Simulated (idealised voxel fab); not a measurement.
The following is a process module called voxel self aligned contacts.
The width of the displayed cross-section, cut, is 145 nm; its cells are square, with a size of 5 nm.
Each cross-section below is a grid of square cells, stated as bands in top-down order, with one or more rows of cells making up each band. Band entry format. Leading values: height of top, height of bottom, nm. Remainder: materials in left-to-right order, each with its width in nm. Special words: "everywhere" on a single material, which then fills the band edge to edge; "air", empty space. Height 0 is the level under which the wafer as received is all one material. The lowest band goes on downwards, as in "0 nm and below". Graded width ("30..40"): value in top row of band = first number; value in bottom row = second number; row-to-row change constant. For the purposes of this document, the phrase "identical to before" attached to a step denotes that no cell within the cross-section was modified by that step. "Encapsulated voids" means: voids of 8 cells or more that are shut off from the top with no open way through. Written width x height at distance, distance from the left edge, in nm. Note: text after step settings on the step line = simulator remark on that step. The "overlay nm" setting may appear on a step's line; for a step that uses a mask, it gives how far to the right of its planned position the mask lay, and a negative value indicates the left.
-- Listed below are the process steps as planned
1,RECEIVE with material Si
2,CONFORMAL_DEP with material SiO2, thk nm 5
3,DIRECTIONAL_DEP with material polySi, thk nm 20
4,DIRECTIONAL_DEP with material SiN, thk nm 20
5,PATTERN with tone cover, mask id GATE, material resist, width nm 35, pitch nm 70, thk nm 15, overlay nm 0
6,DIRECTIONAL_ETCH with etch materials SiN, depth nm 20
7,DIRECTIONAL_ETCH with etch materials polySi, depth nm 20
8,STRIP with etch materials resist
9,CONFORMAL_DEP with material SiN, thk nm 10
10,DIRECTIONAL_ETCH with etch materials SiN, depth nm 10
11,FILL_DEP with material SiO2, thk nm 15
12,CMP with height nm 55
13,DIRECTIONAL_DEP with material aC, thk nm 15
14,PATTERN with tone open, mask id CONTACT, material resist, width nm 55, thk nm 30, overlay nm 0
15,DIRECTIONAL_ETCH with etch materials aC, depth nm 15
16,STRIP with etch materials resist
17,DIRECTIONAL_ETCH with etch materials SiO2, depth nm 55
18,STRIP with etch materials aC
19,CONFORMAL_DEP with material TiN, thk nm 5
20,FILL_DEP with material W, thk nm 10
21,CMP with height nm 55
22,CONFORMAL_DEP with material SiN, thk nm 5
-- First of two wafers - as planned
-- Cross-section of the incoming wafer, state after step 1
> 0 nm and below: Si everywhere
> Encapsulated voids: none
-- Cross-section of the wafer subsequent to step 2
> 5 nm to 0 nm: SiO2 everywhere
> Rest of section, below 0: as before.
-- Cross-section of the wafer subsequent to step 3
> 25 nm to 5 nm: polySi everywhere
> Rest of section, below 5: as before.
-- Cross-section of the wafer subsequent to step 4
> 45 nm to 25 nm: SiN everywhere
> Rest of section, below 25: as before.
-- Cross-section of the wafer subsequent to step 5
> 60 nm to 45 nm: air: 20, resist: 35, air: 35, resist: 35, air: 20
> Rest of section, below 45: as before.
-- Cross-section of the wafer subsequent to step 6
> 60 nm to 45 nm: air: 20, resist: 35, air: 35, resist: 35, air: 20
> 45 nm to 25 nm: air: 20, SiN: 35, air: 35, SiN: 35, air: 20
> Rest of section, below 25: as before.
-- Cross-section of the wafer subsequent to step 7
> 60 nm to 45 nm: air: 20, resist: 35, air: 35, resist: 35, air: 20
> 45 nm to 25 nm: air: 20, SiN: 35, air: 35, SiN: 35, air: 20
> 25 nm to 5 nm: air: 20, polySi: 35, air: 35, polySi: 35, air: 20
> Rest of section, below 5: as before.
-- Cross-section of the wafer subsequent to step 8
> 45 nm to 25 nm: air: 20, SiN: 35, air: 35, SiN: 35, air: 20
> Rest of section, below 25: as before.
-- Cross-section of the wafer subsequent to step 9
> 55 nm to 25 nm: air: 10, SiN: 55, air: 15, SiN: 55, air: 10
> 25 nm to 15 nm: air: 10, SiN: 10, polySi: 35, SiN: 10, air: 15, SiN: 10, polySi: 35, SiN: 10, air: 10
> 15 nm to 5 nm: SiN: 20, polySi: 35, SiN: 35, polySi: 35, SiN: 20
> Rest of section, below 5: as before.
-- Cross-section of the wafer subsequent to step 10
> 45 nm to 25 nm: air: 10, SiN: 55, air: 15, SiN: 55, air: 10
> 25 nm to 5 nm: air: 10, SiN: 10, polySi: 35, SiN: 10, air: 15, SiN: 10, polySi: 35, SiN: 10, air: 10
> Rest of section, below 5: as before.
-- Cross-section of the wafer subsequent to step 11
> 60 nm to 45 nm: SiO2 everywhere
> 45 nm to 25 nm: SiO2: 10, SiN: 55, SiO2: 15, SiN: 55, SiO2: 10
> 25 nm to 5 nm: SiO2: 10, SiN: 10, polySi: 35, SiN: 10, SiO2: 15, SiN: 10, polySi: 35, SiN: 10, SiO2: 10
> Rest of section, below 5: as before.
-- Cross-section of the wafer subsequent to step 12
> 55 nm to 45 nm: SiO2 everywhere
> Rest of section, below 45: as before.
-- Cross-section of the wafer subsequent to step 13
> 70 nm to 55 nm: aC everywhere
> Rest of section, below 55: as before.
-- Cross-section of the wafer subsequent to step 14
> 100 nm to 70 nm: resist: 45, air: 55, resist: 45
> Rest of section, below 70: as before.
-- Cross-section of the wafer subsequent to step 15
> 85 nm to 70 nm: resist: 45, air: 55, resist: 45
> 70 nm to 55 nm: aC: 45, air: 55, aC: 45
> Rest of section, below 55: as before.
-- Cross-section of the wafer subsequent to step 16
> 70 nm to 55 nm: aC: 45, air: 55, aC: 45
> Rest of section, below 55: as before.
-- Cross-section of the wafer subsequent to step 17
> 70 nm to 55 nm: aC: 45, air: 55, aC: 45
> 55 nm to 45 nm: SiO2: 45, air: 55, SiO2: 45
> 45 nm to 25 nm: SiO2: 10, SiN: 55, air: 15, SiN: 55, SiO2: 10
> 25 nm to 5 nm: SiO2: 10, SiN: 10, polySi: 35, SiN: 10, air: 15, SiN: 10, polySi: 35, SiN: 10, SiO2: 10
> 5 nm to 0 nm: SiO2: 65, air: 15, SiO2: 65
> Rest of section, below 0: as before.
-- Cross-section of the wafer subsequent to step 18
> 55 nm to 45 nm: SiO2: 45, air: 55, SiO2: 45
> Rest of section, below 45: as before.
-- Cross-section of the wafer subsequent to step 19
> 60 nm to 55 nm: TiN: 50, air: 45, TiN: 50
> 55 nm to 45 nm: SiO2: 45, TiN: 5..25, air: 45..5, TiN: 5..25, SiO2: 45
> 45 nm to 25 nm: SiO2: 10, SiN: 55, TiN: 5, air: 5, TiN: 5, SiN: 55, SiO2: 10
> 25 nm to 5 nm: SiO2: 10, SiN: 10, polySi: 35, SiN: 10, TiN: 5, air: 5, TiN: 5, SiN: 10, polySi: 35, SiN: 10, SiO2: 10
> 5 nm to 0 nm: SiO2: 65, TiN: 15, SiO2: 65
> Rest of section, below 0: as before.
-- Cross-section of the wafer subsequent to step 20
> 70 nm to 60 nm: W everywhere
> 60 nm to 55 nm: TiN: 50, W: 45, TiN: 50
> 55 nm to 45 nm: SiO2: 45, TiN: 5..25, W: 45..5, TiN: 5..25, SiO2: 45
> 45 nm to 25 nm: SiO2: 10, SiN: 55, TiN: 5, W: 5, TiN: 5, SiN: 55, SiO2: 10
> 25 nm to 5 nm: SiO2: 10, SiN: 10, polySi: 35, SiN: 10, TiN: 5, W: 5, TiN: 5, SiN: 10, polySi: 35, SiN: 10, SiO2: 10
> Rest of section, below 5: as before.
-- Cross-section of the wafer subsequent to step 21
> 55 nm to 45 nm: SiO2: 45, TiN: 5..25, W: 45..5, TiN: 5..25, SiO2: 45
> Rest of section, below 45: as before.
-- Cross-section of the wafer subsequent to step 22
> 60 nm to 55 nm: SiN everywhere
> Rest of section, below 55: as before.
-- For the second wafer, take the first wafer's start and plan, then add one mistake made in running it; everything through step 1, that step included, is shared with the first
-- Second wafer: cross-section at the scheduled end of step 2
> 20 nm to 0 nm: polySi everywhere
> Rest of section, below 0: as before.
-- Second wafer: cross-section at the scheduled end of step 3
> 25 nm to 20 nm: SiO2 everywhere
> Rest of section, below 20: as before.
-- Second wafer: cross-section at the scheduled end of step 4
> 45 nm to 25 nm: SiN everywhere
> Rest of section, below 25: as before.
-- Second wafer: cross-section at the scheduled end of step 5
> 60 nm to 45 nm: air: 20, resist: 35, air: 35, resist: 35, air: 20
> Rest of section, below 45: as before.
-- Second wafer: cross-section at the scheduled end of step 6
> 60 nm to 45 nm: air: 20, resist: 35, air: 35, resist: 35, air: 20
> 45 nm to 25 nm: air: 20, SiN: 35, air: 35, SiN: 35, air: 20
> Rest of section, below 25: as before.
Second wafer: cross-section at the scheduled end of step 7: identical to before
-- Second wafer: cross-section at the scheduled end of step 8
> 45 nm to 25 nm: air: 20, SiN: 35, air: 35, SiN: 35, air: 20
> Rest of section, below 25: as before.
-- Second wafer: cross-section at the scheduled end of step 9
> 55 nm to 35 nm: air: 10, SiN: 55, air: 15, SiN: 55, air: 10
> 35 nm to 25 nm: SiN everywhere
> Rest of section, below 25: as before.
-- Second wafer: cross-section at the scheduled end of step 10
> 45 nm to 25 nm: air: 10, SiN: 55, air: 15, SiN: 55, air: 10
> Rest of section, below 25: as before.
-- Second wafer: cross-section at the scheduled end of step 11
> 60 nm to 45 nm: SiO2 everywhere
> 45 nm to 25 nm: SiO2: 10, SiN: 55, SiO2: 15, SiN: 55, SiO2: 10
> Rest of section, below 25: as before.
-- Second wafer: cross-section at the scheduled end of step 12
> 55 nm to 45 nm: SiO2 everywhere
> Rest of section, below 45: as before.
-- Second wafer: cross-section at the scheduled end of step 13
> 70 nm to 55 nm: aC everywhere
> Rest of section, below 55: as before.
-- Second wafer: cross-section at the scheduled end of step 14
> 100 nm to 70 nm: resist: 45, air: 55, resist: 45
> Rest of section, below 70: as before.
-- Second wafer: cross-section at the scheduled end of step 15
> 85 nm to 70 nm: resist: 45, air: 55, resist: 45
> 70 nm to 55 nm: aC: 45, air: 55, aC: 45
> Rest of section, below 55: as before.
-- Second wafer: cross-section at the scheduled end of step 16
> 70 nm to 55 nm: aC: 45, air: 55, aC: 45
> Rest of section, below 55: as before.
-- Second wafer: cross-section at the scheduled end of step 17
> 70 nm to 55 nm: aC: 45, air: 55, aC: 45
> 55 nm to 45 nm: SiO2: 45, air: 55, SiO2: 45
> 45 nm to 25 nm: SiO2: 10, SiN: 55, air: 15, SiN: 55, SiO2: 10
> 25 nm to 20 nm: SiO2: 65, air: 15, SiO2: 65
> Rest of section, below 20: as before.
-- Second wafer: cross-section at the scheduled end of step 18
> 55 nm to 45 nm: SiO2: 45, air: 55, SiO2: 45
> Rest of section, below 45: as before.
-- Second wafer: cross-section at the scheduled end of step 19
> 60 nm to 55 nm: TiN: 50, air: 45, TiN: 50
> 55 nm to 45 nm: SiO2: 45, TiN: 5..25, air: 45..5, TiN: 5..25, SiO2: 45
> 45 nm to 25 nm: SiO2: 10, SiN: 55, TiN: 5, air: 5, TiN: 5, SiN: 55, SiO2: 10
> 25 nm to 20 nm: SiO2: 65, TiN: 15, SiO2: 65
> Rest of section, below 20: as before.
-- Second wafer: cross-section at the scheduled end of step 20
> 70 nm to 60 nm: W everywhere
> 60 nm to 55 nm: TiN: 50, W: 45, TiN: 50
> 55 nm to 45 nm: SiO2: 45, TiN: 5..25, W: 45..5, TiN: 5..25, SiO2: 45
> 45 nm to 25 nm: SiO2: 10, SiN: 55, TiN: 5, W: 5, TiN: 5, SiN: 55, SiO2: 10
> Rest of section, below 25: as before.
-- Second wafer: cross-section at the scheduled end of step 21
> 55 nm to 45 nm: SiO2: 45, TiN: 5..25, W: 45..5, TiN: 5..25, SiO2: 45
> Rest of section, below 45: as before.
-- Second wafer: cross-section at the scheduled end of step 22
> 60 nm to 55 nm: SiN everywhere
> Rest of section, below 55: as before.
What broke from the plan during processing? plan vs actual: 2 and 3 interchanged
Per the end-of-run cell counts, the second wafer holds more or fewer of some materials than the first: 32 fewer of SiN, 16 fewer of SiO2, 8 fewer of TiN, 4 fewer of W, 60 more of polySi
